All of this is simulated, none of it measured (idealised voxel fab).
process module | voxel wiring stack
cross-section cut | 300 nm wide | cells 5 nm
A cross-section is a grid of square cells, given in bands from the top down. A band is one or more rows of cells.
Each band's line starts with the height of the band's top and of its bottom, in nm. Then come its materials from left to right, each with its width in nm. One material with "throughout" fills the band from edge to edge. "air" is empty space.
Height 0 is the level under which the wafer as received is all one material. The lowest band goes on downwards, as in "0 down".
A width such as "30 to 40" changes by the same amount from each row of cells to the next, from the band's top row to its bottom row.
"no change" after a step means that no cell of the cross-section changed.
closed voids: empty space of 8 cells or more with no open way to the top, each as width x height at its distance from the left edge, in nm
after a step's settings: what the simulator itself notes on the step
overlay nm, on a step with a mask: how far to the right of its planned place the mask lay; to the left if negative
plan
1 op RECEIVE | material Si
2 op CONFORMAL_DEP | material SiO2 | thk nm 15
3 op DIRECTIONAL_DEP | material TiN | thk nm 5
4 op DIRECTIONAL_DEP | material W | thk nm 15
5 op PATTERN | tone cover | mask id METAL_1 | material resist | width nm 25 | pitch nm 55 | thk nm 20 | overlay nm 0
6 op DIRECTIONAL_ETCH | etch materials W | depth nm 15
7 op DIRECTIONAL_ETCH | etch materials TiN | depth nm 5
8 op STRIP | etch materials resist
9 op CONFORMAL_DEP | material SiCN | thk nm 5
10 op FILL_DEP | material lowk | thk nm 10
11 op CMP | height nm 35
12 op CONFORMAL_DEP | material SiCN | thk nm 5
13 op DIRECTIONAL_DEP | material lowk | thk nm 10
14 op DIRECTIONAL_DEP | material aC | thk nm 10
15 op PATTERN | tone open | mask id PLUG_1 | material resist | width nm 15 | thk nm 25 | overlay nm 0
16 op DIRECTIONAL_ETCH | etch materials aC | depth nm 10
17 op STRIP | etch materials resist
18 op DIRECTIONAL_ETCH | etch materials lowk | depth nm 10
19 op DIRECTIONAL_ETCH | etch materials SiCN | depth nm 5
20 op STRIP | etch materials aC
21 op CONFORMAL_DEP | material TiN | thk nm 5
22 op FILL_DEP | material Cu | thk nm 5
23 op CMP | height nm 50
24 op CONFORMAL_DEP | material SiCN | thk nm 5
25 op DIRECTIONAL_DEP | material lowk | thk nm 15
26 op MASKED_ETCH | tone open | mask id METAL_2 | width nm 25 | pitch nm 55 | etch materials lowk | depth nm 15 | overlay nm 0
27 op MASKED_ETCH | tone open | mask id METAL_2 | width nm 25 | pitch nm 55 | etch materials SiCN | depth nm 5 | overlay nm 0
28 op CONFORMAL_DEP | material TiN | thk nm 5
29 op FILL_DEP | material Cu | thk nm 5
30 op CMP | height nm 70
31 op CONFORMAL_DEP | material SiCN | thk nm 5
32 op DIRECTIONAL_DEP | material lowk | thk nm 15
33 op PATTERN | tone open | mask id PLUG_2 | material resist | width nm 15 | thk nm 15 | overlay nm 0
34 op DIRECTIONAL_ETCH | etch materials lowk | depth nm 15
35 op DIRECTIONAL_ETCH | etch materials SiCN | depth nm 5
36 op STRIP | etch materials resist
37 op CONFORMAL_DEP | material TiN | thk nm 5
38 op FILL_DEP | material Cu | thk nm 5
39 op CMP | height nm 90
40 op DIRECTIONAL_DEP | material TiN | thk nm 5
41 op DIRECTIONAL_DEP | material Ru | thk nm 20
42 op MASKED_ETCH | tone cover | mask id METAL_3 | width nm 25 | pitch nm 55 | etch materials Ru | depth nm 20 | overlay nm 0
43 op MASKED_ETCH | tone cover | mask id METAL_3 | width nm 25 | pitch nm 55 | etch materials TiN | depth nm 5 | overlay nm 0
44 op CONFORMAL_DEP | material SiCN | thk nm 5
45 op FILL_DEP | material SiO2 | thk nm 5
46 op CMP | height nm 115
47 op CONFORMAL_DEP | material SiCN | thk nm 5
48 op DIRECTIONAL_DEP | material lowk | thk nm 30
49 op PATTERN | tone open | mask id METAL_4_HOLES | material resist | width nm 15 | pitch nm 55 | thk nm 20 | overlay nm -15
50 op DIRECTIONAL_ETCH | etch materials lowk | depth nm 30
51 op STRIP | etch materials resist
52 op PATTERN | tone open | mask id METAL_4 | material resist | width nm 25 | pitch nm 55 | thk nm 15 | overlay nm 0
53 op DIRECTIONAL_ETCH | etch materials lowk | depth nm 15
54 op DIRECTIONAL_ETCH | etch materials SiCN | depth nm 5
55 op STRIP | etch materials resist
56 op CONFORMAL_DEP | material TiN | thk nm 5
57 op FILL_DEP | material Cu | thk nm 10
58 op CMP | height nm 150
59 op CONFORMAL_DEP | material SiN | thk nm 5
varied across the wafers: overlay nm of step 49. The plan shows the first wafer's value. All wafers start alike
first wafer as received, after step 1
  0 down: Si throughout
  closed voids: none
first wafer at the end, after step 59
  155 to 150: SiN throughout
  150 to 140: lowk 95 | TiN 5 | Cu 30 | TiN 5 | lowk 15 | TiN 5 | Cu 30 | TiN 5 | lowk 110
  140 to 135: lowk 95 | TiN 5 | Cu 5 | TiN 30 | lowk 15 | TiN 5 | Cu 5 | TiN 30 | lowk 110
  135 to 125: lowk 95 | TiN 5 | Cu 5 | TiN 5 | lowk 40 | TiN 5 | Cu 5 | TiN 5 | lowk 135
  125 to 120: lowk 95 | TiN 15 | lowk 40 | TiN 15 | lowk 135
  120 to 115: SiCN throughout
  115 to 95: SiO2 105 | SiCN 5 | Ru 25 | SiCN 5 | SiO2 20 | SiCN 5 | Ru 25 | SiCN 5 | SiO2 105
  95 to 90: SiCN 110 | TiN 25 | SiCN 30 | TiN 25 | SiCN 110
  90 to 75: lowk 110 | TiN 5 | Cu 5 | TiN 5 | lowk 175
  75 to 70: SiCN 110 | TiN 15 | SiCN 175
  70 to 55: lowk 110 | TiN 5 | Cu 15 | TiN 5 | lowk 30 | TiN 5 | Cu 15 | TiN 5 | lowk 110
  55 to 50: SiCN 110 | TiN 25 | SiCN 30 | TiN 25 | SiCN 110
  50 to 40: lowk 110 | TiN 5 | Cu 5 | TiN 5 | lowk 175
  40 to 35: SiCN 110 | TiN 15 | SiCN 175
  35 to 20: lowk 105 | SiCN 5 | W 25 | SiCN 5 | lowk 20 | SiCN 5 | W 25 | SiCN 5 | lowk 105
  20 to 15: SiCN 110 | TiN 25 | SiCN 30 | TiN 25 | SiCN 110
  15 to 0: SiO2 throughout
  0 down: Si throughout
  closed voids: none
last wafer at the end
  155 to 150: SiN throughout
  150 to 140: lowk 110 | TiN 5 | Cu 20 | TiN 5 | lowk 25 | TiN 5 | Cu 20 | TiN 5 | lowk 105
  140 to 135: lowk 110 | TiN 20 | Cu 5 | TiN 5 | lowk 25 | TiN 20 | Cu 5 | TiN 5 | lowk 105
  135 to 125: lowk 125 | TiN 5 | Cu 5 | TiN 5 | lowk 40 | TiN 5 | Cu 5 | TiN 5 | lowk 105
  125 to 120: lowk 125 | TiN 15 | lowk 40 | TiN 15 | lowk 105
  120 to 115: SiCN 125 | TiN 10 | SiCN 45 | TiN 10 | SiCN 110
  115 to 95: SiO2 105 | SiCN 5 | Ru 25 | SiCN 5 | SiO2 20 | SiCN 5 | Ru 25 | SiCN 5 | SiO2 105
  95 to 90: SiCN 110 | TiN 25 | SiCN 30 | TiN 25 | SiCN 110
  90 to 75: lowk 110 | TiN 5 | Cu 5 | TiN 5 | lowk 175
  75 to 70: SiCN 110 | TiN 15 | SiCN 175
  70 to 55: lowk 110 | TiN 5 | Cu 15 | TiN 5 | lowk 30 | TiN 5 | Cu 15 | TiN 5 | lowk 110
  55 to 50: SiCN 110 | TiN 25 | SiCN 30 | TiN 25 | SiCN 110
  50 to 40: lowk 110 | TiN 5 | Cu 5 | TiN 5 | lowk 175
  40 to 35: SiCN 110 | TiN 15 | SiCN 175
  35 to 20: lowk 105 | SiCN 5 | W 25 | SiCN 5 | lowk 20 | SiCN 5 | W 25 | SiCN 5 | lowk 105
  20 to 15: SiCN 110 | TiN 25 | SiCN 30 | TiN 25 | SiCN 110
  15 to 0: SiO2 throughout
  0 down: Si throughout
  closed voids: none
each wafer at the end: cells of each material gained (+) or lost (-) since it was received, then its closed voids
overlay nm -15 | +53 Cu | +40 Ru | +352 SiCN | +60 SiN | +364 SiO2 | +94 TiN | +30 W | +867 lowk | closed voids: none
overlay nm -10 | +49 Cu | +40 Ru | +350 SiCN | +60 SiN | +364 SiO2 | +94 TiN | +30 W | +873 lowk | closed voids: none
overlay nm -5 | +45 Cu | +40 Ru | +348 SiCN | +60 SiN | +364 SiO2 | +94 TiN | +30 W | +879 lowk | closed voids: none
overlay nm 0 | +43 Cu | +40 Ru | +346 SiCN | +60 SiN | +364 SiO2 | +92 TiN | +30 W | +885 lowk | closed voids: none
overlay nm 5 | +43 Cu | +40 Ru | +346 SiCN | +60 SiN | +364 SiO2 | +92 TiN | +30 W | +885 lowk | closed voids: none
overlay nm 10 | +43 Cu | +40 Ru | +346 SiCN | +60 SiN | +364 SiO2 | +92 TiN | +30 W | +885 lowk | closed voids: none
overlay nm 15 | +45 Cu | +40 Ru | +348 SiCN | +60 SiN | +364 SiO2 | +94 TiN | +30 W | +879 lowk | closed voids: none
